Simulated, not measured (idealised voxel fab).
The document below concerns the process module designated voxel fin reveal.
The figure presents cross-section cut, which has a width of 200 nm and is divided into square cells with an edge length of 5 nm.
For the purposes of this document, a cross-section shall be understood as a grid of square cells, specified as bands listed in top-to-bottom order, each band consisting of one or more rows of cells.
First you get the band's top height and its bottom height, in nm, and then the materials it's made of, left to right, with each width in nm. If you see a single material with "all across", that one covers the band edge to edge. "blank" is empty space.
The level at which height equals 0 is the one under which the wafer, as it arrives, is entirely one material. No lower edge exists for the bottom band, which continues downward and is notated as in "0 and below".
Width spec "30->40" -> top row of cells at first value, bottom row at second value, equal per-row change in between.
"all unchanged" for a step: no cell of the cross-section changed in that step.
If an empty space has no open way to the top and is at least 8 cells in size, "Voids lacking openings" lists it, written width x height at distance, where distance is measured from the left edge and every value is in nm.
Heads up: the bit after the settings on a step's line is the simulator's remark on that step.
overlay nm: how far to the right of its planned place the mask lay on this masked step (negative: to the left).
Layout of what follows: cross-section pairs, each bracketing one process step, the after cross-section shown only to the lowest band that changed, the step between and its settings noted under each pair. Pairs may originate in different runs of this module on the same starting wafer; a pair continues from the pair above only where its entry headed "Structure before processing" says so.

**Structure before processing**
  0 and below | Si all across
  Voids lacking openings: none

**Post-Process Section**
  5 down to 0 | SiN all across
  Below 0 it's all the same as before, nothing changed down there.
  Voids lacking openings: none
Step lying between the two cross-sections just above: CONFORMAL_DEP: material SiN, thk nm 5

Structure before processing: check the pair just above; its after cross-section is our before state.

**Post-Process Section**
  25 down to 5 | blank 70; resist 15; blank 30; resist 15; blank 70
  Below 5 it's all the same as before, nothing changed down there.
  Voids lacking openings: none
Step lying between the two cross-sections just above: PATTERN: tone cover, mask id FINS, material resist, width nm 15, pitch nm 45, thk nm 20, overlay nm 0

Structure before processing: check the pair just above; its after cross-section is our before state.

**Post-Process Section**
  25 down to 5 | blank 70; resist 15; blank 30; resist 15; blank 70
  5 down to 0 | blank 70; SiN 15; blank 30; SiN 15; blank 70
  Below 0 it's all the same as before, nothing changed down there.
  Voids lacking openings: none
Step lying between the two cross-sections just above: DIRECTIONAL_ETCH: etch materials SiN, depth nm 5

Structure before processing: check the pair just above; its after cross-section is our before state.

**Post-Process Section**
  25 down to 5 | blank 70; resist 15; blank 30; resist 15; blank 70
  5 down to 0 | blank 70; SiN 15; blank 30; SiN 15; blank 70
  0 down to -35 | blank 70; Si 15; blank 30; Si 15; blank 70
  Below -35 it's all the same as before, nothing changed down there.
  Voids lacking openings: none
Step lying between the two cross-sections just above: DIRECTIONAL_ETCH: etch materials Si, depth nm 35

Structure before processing: check the pair just above; its after cross-section is our before state.

**Post-Process Section**
  5 down to 0 | blank 70; SiN 15; blank 30; SiN 15; blank 70
  Below 0 it's all the same as before, nothing changed down there.
  Voids lacking openings: none
Step lying between the two cross-sections just above: STRIP: etch materials resist

Structure before processing: check the pair just above; its after cross-section is our before state.

**Post-Process Section**
  10 down to 5 | SiO2 all across
  5 down to 0 | SiO2 70; SiN 15; SiO2 30; SiN 15; SiO2 70
  0 down to -35 | SiO2 70; Si 15; SiO2 30; Si 15; SiO2 70
  Below -35 it's all the same as before, nothing changed down there.
  Voids lacking openings: none
Step lying between the two cross-sections just above: FILL_DEP: material SiO2, thk nm 5

Structure before processing: check the pair just above; its after cross-section is our before state.

**Post-Process Section**
  5 down to 0 | SiO2 70; SiN 15; SiO2 30; SiN 15; SiO2 70
  Below 0 it's all the same as before, nothing changed down there.
  Voids lacking openings: none
Step lying between the two cross-sections just above: CMP: height nm 5

Structure before processing: check the pair just above; its after cross-section is our before state.

**Post-Process Section**
  5 down to 0 | blank 70; SiN 15; blank 30; SiN 15; blank 70
  0 down to -15 | blank 70; Si 15; blank 30; Si 15; blank 70
  Below -15 it's all the same as before, nothing changed down there.
  Voids lacking openings: none
Step lying between the two cross-sections just above: SELECTIVE_ETCH: etch materials SiO2, depth nm 20

Structure before processing: check the pair just above; its after cross-section is our before state.

**Post-Process Section**
  0 down to -15 | blank 70; Si 15; blank 30; Si 15; blank 70
  Below -15 it's all the same as before, nothing changed down there.
  Voids lacking openings: none
Step lying between the two cross-sections just above: STRIP: etch materials SiN

Structure before processing: check the pair just above; its after cross-section is our before state.

**Post-Process Section**
  5 down to 0 | blank 65; HfO2 25; blank 20; HfO2 25; blank 65
  0 down to -10 | blank 65; HfO2 5; Si 15; HfO2 5; blank 20; HfO2 5; Si 15; HfO2 5; blank 65
  -10 down to -15 | HfO2 70; Si 15; HfO2 30; Si 15; HfO2 70
  Below -15 it's all the same as before, nothing changed down there.
  Voids lacking openings: none
Step lying between the two cross-sections just above: CONFORMAL_DEP: material HfO2, thk nm 5

**Structure before processing**
  25 down to 5 | blank 70; resist 15; blank 30; resist 15; blank 70
  5 down to 0 | blank 70; SiN 15; blank 30; SiN 15; blank 70
  0 down to -35 | blank 70; Si 15; blank 30; Si 15; blank 70
  -35 and below | Si all across
  Voids lacking openings: none

**Post-Process Section**
  25 down to 5 | blank 70; resist 15; blank 30; resist 15; blank 70
  5 down to 0 | blank 70; SiN 15; blank 30; SiN 15; blank 70
  0 down to -70 | blank 70; Si 15; blank 30; Si 15; blank 70
  Below -70 it's all the same as before, nothing changed down there.
  Voids lacking openings: none
Step lying between the two cross-sections just above: DIRECTIONAL_ETCH: etch materials Si, depth nm 35

Structure before processing: check the pair just above; its after cross-section is our before state.

**Post-Process Section**
  5 down to 0 | blank 70; SiN 15; blank 30; SiN 15; blank 70
  Below 0 it's all the same as before, nothing changed down there.
  Voids lacking openings: none
Step lying between the two cross-sections just above: STRIP: etch materials resist

Structure before processing: check the pair just above; its after cross-section is our before state.

**Post-Process Section**
  10 down to 5 | SiO2 all across
  5 down to 0 | SiO2 70; SiN 15; SiO2 30; SiN 15; SiO2 70
  0 down to -70 | SiO2 70; Si 15; SiO2 30; Si 15; SiO2 70
  Below -70 it's all the same as before, nothing changed down there.
  Voids lacking openings: none
Step lying between the two cross-sections just above: FILL_DEP: material SiO2, thk nm 5

Structure before processing: check the pair just above; its after cross-section is our before state.

**Post-Process Section**
  5 down to 0 | SiO2 70; SiN 15; SiO2 30; SiN 15; SiO2 70
  Below 0 it's all the same as before, nothing changed down there.
  Voids lacking openings: none
Step lying between the two cross-sections just above: CMP: height nm 5

Structure before processing: check the pair just above; its after cross-section is our before state.

**Post-Process Section**
  5 down to 0 | blank 70; SiN 15; blank 30; SiN 15; blank 70
  0 down to -15 | blank 70; Si 15; blank 30; Si 15; blank 70
  Below -15 it's all the same as before, nothing changed down there.
  Voids lacking openings: none
Step lying between the two cross-sections just above: SELECTIVE_ETCH: etch materials SiO2, depth nm 20

Structure before processing: check the pair just above; its after cross-section is our before state.

**Post-Process Section**
  0 down to -15 | blank 70; Si 15; blank 30; Si 15; blank 70
  Below -15 it's all the same as before, nothing changed down there.
  Voids lacking openings: none
Step lying between the two cross-sections just above: STRIP: etch materials SiN

Structure before processing: check the pair just above; its after cross-section is our before state.

**Post-Process Section**
  5 down to 0 | blank 65; HfO2 25; blank 20; HfO2 25; blank 65
  0 down to -10 | blank 65; HfO2 5; Si 15; HfO2 5; blank 20; HfO2 5; Si 15; HfO2 5; blank 65
  -10 down to -15 | HfO2 70; Si 15; HfO2 30; Si 15; HfO2 70
  Below -15 it's all the same as before, nothing changed down there.
  Voids lacking openings: none
Step lying between the two cross-sections just above: CONFORMAL_DEP: material HfO2, thk nm 5

**Structure before processing**
  5 down to 0 | SiO2 70; SiN 15; SiO2 30; SiN 15; SiO2 70
  0 down to -35 | SiO2 70; Si 15; SiO2 30; Si 15; SiO2 70
  -35 and below | Si all across
  Voids lacking openings: none

**Post-Process Section**
  5 down to 0 | SiO2 70; blank 15; SiO2 30; blank 15; SiO2 70
  Below 0 it's all the same as before, nothing changed down there.
  Voids lacking openings: none
Step lying between the two cross-sections just above: STRIP: etch materials SiN

Structure before processing: check the pair just above; its after cross-section is our before state.

**Post-Process Section**
  0 down to -15 | blank 70; Si 15; blank 30; Si 15; blank 70
  -15 down to -20 | SiO2 50; blank 20; Si 15; blank 30; Si 15; blank 20; SiO2 50
  Below -20 it's all the same as before, nothing changed down there.
  Voids lacking openings: none
Step lying between the two cross-sections just above: SELECTIVE_ETCH: etch materials SiO2, depth nm 20

Structure before processing: check the pair just above; its after cross-section is our before state.

**Post-Process Section**
  5 down to 0 | blank 65; HfO2 25; blank 20; HfO2 25; blank 65
  0 down to -10 | blank 65; HfO2 5; Si 15; HfO2 5; blank 20; HfO2 5; Si 15; HfO2 5; blank 65
  -10 down to -15 | HfO2 55; blank 10; HfO2 5; Si 15; HfO2 5; blank 20; HfO2 5; Si 15; HfO2 5; blank 10; HfO2 55
  -15 down to -20 | SiO2 50; HfO2 20; Si 15; HfO2 30; Si 15; HfO2 20; SiO2 50
  Below -20 it's all the same as before, nothing changed down there.
  Voids lacking openings: none
Step lying between the two cross-sections just above: CONFORMAL_DEP: material HfO2, thk nm 5

**Structure before processing**
  0 down to -15 | blank 70; Si 15; blank 30; Si 15; blank 70
  -15 down to -35 | SiO2 70; Si 15; SiO2 30; Si 15; SiO2 70
  -35 and below | Si all across
  Voids lacking openings: none

**Post-Process Section**
  15 down to 0 | blank 55; HfO2 90; blank 55
  0 down to -15 | HfO2 70; Si 15; HfO2 30; Si 15; HfO2 70
  Below -15 it's all the same as before, nothing changed down there.
  Voids lacking openings: none
Step lying between the two cross-sections just above: CONFORMAL_DEP: material HfO2, thk nm 15

**Structure before processing**
  5 down to 0 | SiN all across
  0 and below | Si all across
  Voids lacking openings: none

**Post-Process Section**
  25 down to 5 | blank 65; resist 25; blank 20; resist 25; blank 65
  Below 5 it's all the same as before, nothing changed down there.
  Voids lacking openings: none
Step lying between the two cross-sections just above: PATTERN: tone cover, mask id FINS, material resist, width nm 25, pitch nm 45, thk nm 20, overlay nm 0

Structure before processing: check the pair just above; its after cross-section is our before state.

**Post-Process Section**
  25 down to 5 | blank 65; resist 25; blank 20; resist 25; blank 65
  5 down to 0 | blank 65; SiN 25; blank 20; SiN 25; blank 65
  Below 0 it's all the same as before, nothing changed down there.
  Voids lacking openings: none
Step lying between the two cross-sections just above: DIRECTIONAL_ETCH: etch materials SiN, depth nm 5

Structure before processing: check the pair just above; its after cross-section is our before state.

**Post-Process Section**
  25 down to 5 | blank 65; resist 25; blank 20; resist 25; blank 65
  5 down to 0 | blank 65; SiN 25; blank 20; SiN 25; blank 65
  0 down to -35 | blank 65; Si 25; blank 20; Si 25; blank 65
  Below -35 it's all the same as before, nothing changed down there.
  Voids lacking openings: none
Step lying between the two cross-sections just above: DIRECTIONAL_ETCH: etch materials Si, depth nm 35

Structure before processing: check the pair just above; its after cross-section is our before state.

**Post-Process Section**
  5 down to 0 | blank 65; SiN 25; blank 20; SiN 25; blank 65
  Below 0 it's all the same as before, nothing changed down there.
  Voids lacking openings: none
Step lying between the two cross-sections just above: STRIP: etch materials resist

Structure before processing: check the pair just above; its after cross-section is our before state.

**Post-Process Section**
  10 down to 5 | SiO2 all across
  5 down to 0 | SiO2 65; SiN 25; SiO2 20; SiN 25; SiO2 65
  0 down to -35 | SiO2 65; Si 25; SiO2 20; Si 25; SiO2 65
  Below -35 it's all the same as before, nothing changed down there.
  Voids lacking openings: none
Step lying between the two cross-sections just above: FILL_DEP: material SiO2, thk nm 5

Structure before processing: check the pair just above; its after cross-section is our before state.

**Post-Process Section**
  5 down to 0 | SiO2 65; SiN 25; SiO2 20; SiN 25; SiO2 65
  Below 0 it's all the same as before, nothing changed down there.
  Voids lacking openings: none
Step lying between the two cross-sections just above: CMP: height nm 5

Structure before processing: check the pair just above; its after cross-section is our before state.

**Post-Process Section**
  5 down to 0 | blank 65; SiN 25; blank 20; SiN 25; blank 65
  0 down to -15 | blank 65; Si 25; blank 20; Si 25; blank 65
  Below -15 it's all the same as before, nothing changed down there.
  Voids lacking openings: none
Step lying between the two cross-sections just above: SELECTIVE_ETCH: etch materials SiO2, depth nm 20

Structure before processing: check the pair just above; its after cross-section is our before state.

**Post-Process Section**
  0 down to -15 | blank 65; Si 25; blank 20; Si 25; blank 65
  Below -15 it's all the same as before, nothing changed down there.
  Voids lacking openings: none
Step lying between the two cross-sections just above: STRIP: etch materials SiN

Structure before processing: check the pair just above; its after cross-section is our before state.

**Post-Process Section**
  5 down to 0 | blank 60; HfO2 35; blank 10; HfO2 35; blank 60
  0 down to -10 | blank 60; HfO2 5; Si 25; HfO2 5; blank 10; HfO2 5; Si 25; HfO2 5; blank 60
  -10 down to -15 | HfO2 65; Si 25; HfO2 20; Si 25; HfO2 65
  Below -15 it's all the same as before, nothing changed down there.
  Voids lacking openings: none
Step lying between the two cross-sections just above: CONFORMAL_DEP: material HfO2, thk nm 5

**Structure before processing**
  5 down to 0 | SiN all across
  0 and below | Si all across
  Voids lacking openings: none

**Post-Process Section**
  25 down to 5 | blank 80; resist 15; blank 30; resist 15; blank 60
  Below 5 it's all the same as before, nothing changed down there.
  Voids lacking openings: none
Step lying between the two cross-sections just above: PATTERN: tone cover, mask id FINS, material resist, width nm 15, pitch nm 45, thk nm 20, overlay nm 10

Structure before processing: check the pair just above; its after cross-section is our before state.

**Post-Process Section**
  25 down to 5 | blank 80; resist 15; blank 30; resist 15; blank 60
  5 down to 0 | blank 80; SiN 15; blank 30; SiN 15; blank 60
  Below 0 it's all the same as before, nothing changed down there.
  Voids lacking openings: none
Step lying between the two cross-sections just above: DIRECTIONAL_ETCH: etch materials SiN, depth nm 5

Structure before processing: check the pair just above; its after cross-section is our before state.

**Post-Process Section**
  25 down to 5 | blank 80; resist 15; blank 30; resist 15; blank 60
  5 down to 0 | blank 80; SiN 15; blank 30; SiN 15; blank 60
  0 down to -35 | blank 80; Si 15; blank 30; Si 15; blank 60
  Below -35 it's all the same as before, nothing changed down there.
  Voids lacking openings: none
Step lying between the two cross-sections just above: DIRECTIONAL_ETCH: etch materials Si, depth nm 35

Structure before processing: check the pair just above; its after cross-section is our before state.

**Post-Process Section**
  5 down to 0 | blank 80; SiN 15; blank 30; SiN 15; blank 60
  Below 0 it's all the same as before, nothing changed down there.
  Voids lacking openings: none
Step lying between the two cross-sections just above: STRIP: etch materials resist

Structure before processing: check the pair just above; its after cross-section is our before state.

**Post-Process Section**
  10 down to 5 | SiO2 all across
  5 down to 0 | SiO2 80; SiN 15; SiO2 30; SiN 15; SiO2 60
  0 down to -35 | SiO2 80; Si 15; SiO2 30; Si 15; SiO2 60
  Below -35 it's all the same as before, nothing changed down there.
  Voids lacking openings: none
Step lying between the two cross-sections just above: FILL_DEP: material SiO2, thk nm 5

Structure before processing: check the pair just above; its after cross-section is our before state.

**Post-Process Section**
  5 down to 0 | SiO2 80; SiN 15; SiO2 30; SiN 15; SiO2 60
  Below 0 it's all the same as before, nothing changed down there.
  Voids lacking openings: none
Step lying between the two cross-sections just above: CMP: height nm 5

Structure before processing: check the pair just above; its after cross-section is our before state.

**Post-Process Section**
  5 down to 0 | blank 80; SiN 15; blank 30; SiN 15; blank 60
  0 down to -15 | blank 80; Si 15; blank 30; Si 15; blank 60
  Below -15 it's all the same as before, nothing changed down there.
  Voids lacking openings: none
Step lying between the two cross-sections just above: SELECTIVE_ETCH: etch materials SiO2, depth nm 20

Structure before processing: check the pair just above; its after cross-section is our before state.

**Post-Process Section**
  0 down to -15 | blank 80; Si 15; blank 30; Si 15; blank 60
  Below -15 it's all the same as before, nothing changed down there.
  Voids lacking openings: none
Step lying between the two cross-sections just above: STRIP: etch materials SiN

Structure before processing: check the pair just above; its after cross-section is our before state.

**Post-Process Section**
  5 down to 0 | blank 75; HfO2 25; blank 20; HfO2 25; blank 55
  0 down to -10 | blank 75; HfO2 5; Si 15; HfO2 5; blank 20; HfO2 5; Si 15; HfO2 5; blank 55
  -10 down to -15 | HfO2 80; Si 15; HfO2 30; Si 15; HfO2 60
  Below -15 it's all the same as before, nothing changed down there.
  Voids lacking openings: none
Step lying between the two cross-sections just above: CONFORMAL_DEP: material HfO2, thk nm 5

**Structure before processing**
  0 down to -15 | blank 70; Si 15; blank 30; Si 15; blank 70
  -15 down to -35 | SiO2 70; Si 15; SiO2 30; Si 15; SiO2 70
  -35 and below | Si all across
  Voids lacking openings: none

**Post-Process Section**
  5 down to 0 | blank 65; SiN 25; blank 20; SiN 25; blank 65
  0 down to -10 | blank 65; SiN 5; Si 15; SiN 5; blank 20; SiN 5; Si 15; SiN 5; blank 65
  -10 down to -15 | SiN 70; Si 15; SiN 30; Si 15; SiN 70
  Below -15 it's all the same as before, nothing changed down there.
  Voids lacking openings: none
Step lying between the two cross-sections just above: CONFORMAL_DEP: material SiN, thk nm 5

**Structure before processing**
  5 down to 0 | SiN all across
  0 and below | Si all across
  Voids lacking openings: none

**Post-Process Section**
  25 down to 5 | resist 70; blank 15; resist 30; blank 15; resist 70
  Below 5 it's all the same as before, nothing changed down there.
  Voids lacking openings: none
Step lying between the two cross-sections just above: PATTERN: tone open, mask id FINS, material resist, width nm 15, pitch nm 45, thk nm 20, overlay nm 0

Structure before processing: check the pair just above; its after cross-section is our before state.

**Post-Process Section**
  25 down to 5 | resist 70; blank 15; resist 30; blank 15; resist 70
  5 down to 0 | SiN 70; blank 15; SiN 30; blank 15; SiN 70
  Below 0 it's all the same as before, nothing changed down there.
  Voids lacking openings: none
Step lying between the two cross-sections just above: DIRECTIONAL_ETCH: etch materials SiN, depth nm 5

Structure before processing: check the pair just above; its after cross-section is our before state.

**Post-Process Section**
  25 down to 5 | resist 70; blank 15; resist 30; blank 15; resist 70
  5 down to 0 | SiN 70; blank 15; SiN 30; blank 15; SiN 70
  0 down to -35 | Si 70; blank 15; Si 30; blank 15; Si 70
  Below -35 it's all the same as before, nothing changed down there.
  Voids lacking openings: none
Step lying between the two cross-sections just above: DIRECTIONAL_ETCH: etch materials Si, depth nm 35

Structure before processing: check the pair just above; its after cross-section is our before state.

**Post-Process Section**
  5 down to 0 | SiN 70; blank 15; SiN 30; blank 15; SiN 70
  Below 0 it's all the same as before, nothing changed down there.
  Voids lacking openings: none
Step lying between the two cross-sections just above: STRIP: etch materials resist

Structure before processing: check the pair just above; its after cross-section is our before state.

**Post-Process Section**
  10 down to 5 | SiO2 all across
  5 down to 0 | SiN 70; SiO2 15; SiN 30; SiO2 15; SiN 70
  0 down to -35 | Si 70; SiO2 15; Si 30; SiO2 15; Si 70
  Below -35 it's all the same as before, nothing changed down there.
  Voids lacking openings: none
Step lying between the two cross-sections just above: FILL_DEP: material SiO2, thk nm 5

Structure before processing: check the pair just above; its after cross-section is our before state.

**Post-Process Section**
  5 down to 0 | SiN 70; SiO2 15; SiN 30; SiO2 15; SiN 70
  Below 0 it's all the same as before, nothing changed down there.
  Voids lacking openings: none
Step lying between the two cross-sections just above: CMP: height nm 5

Structure before processing: check the pair just above; its after cross-section is our before state.

**Post-Process Section**
  5 down to 0 | SiN 70; blank 15; SiN 30; blank 15; SiN 70
  0 down to -15 | Si 70; blank 15; Si 30; blank 15; Si 70
  Below -15 it's all the same as before, nothing changed down there.
  Voids lacking openings: none
Step lying between the two cross-sections just above: SELECTIVE_ETCH: etch materials SiO2, depth nm 20

Structure before processing: check the pair just above; its after cross-section is our before state.

**Post-Process Section**
  0 down to -15 | Si 70; blank 15; Si 30; blank 15; Si 70
  Below -15 it's all the same as before, nothing changed down there.
  Voids lacking openings: none
Step lying between the two cross-sections just above: STRIP: etch materials SiN

Structure before processing: check the pair just above; its after cross-section is our before state.

**Post-Process Section**
  5 down to 0 | HfO2 75; blank 5; HfO2 40; blank 5; HfO2 75
  0 down to -10 | Si 70; HfO2 5; blank 5; HfO2 5; Si 30; HfO2 5; blank 5; HfO2 5; Si 70
  -10 down to -15 | Si 70; HfO2 15; Si 30; HfO2 15; Si 70
  Below -15 it's all the same as before, nothing changed down there.
  Voids lacking openings: none
Step lying between the two cross-sections just above: CONFORMAL_DEP: material HfO2, thk nm 5
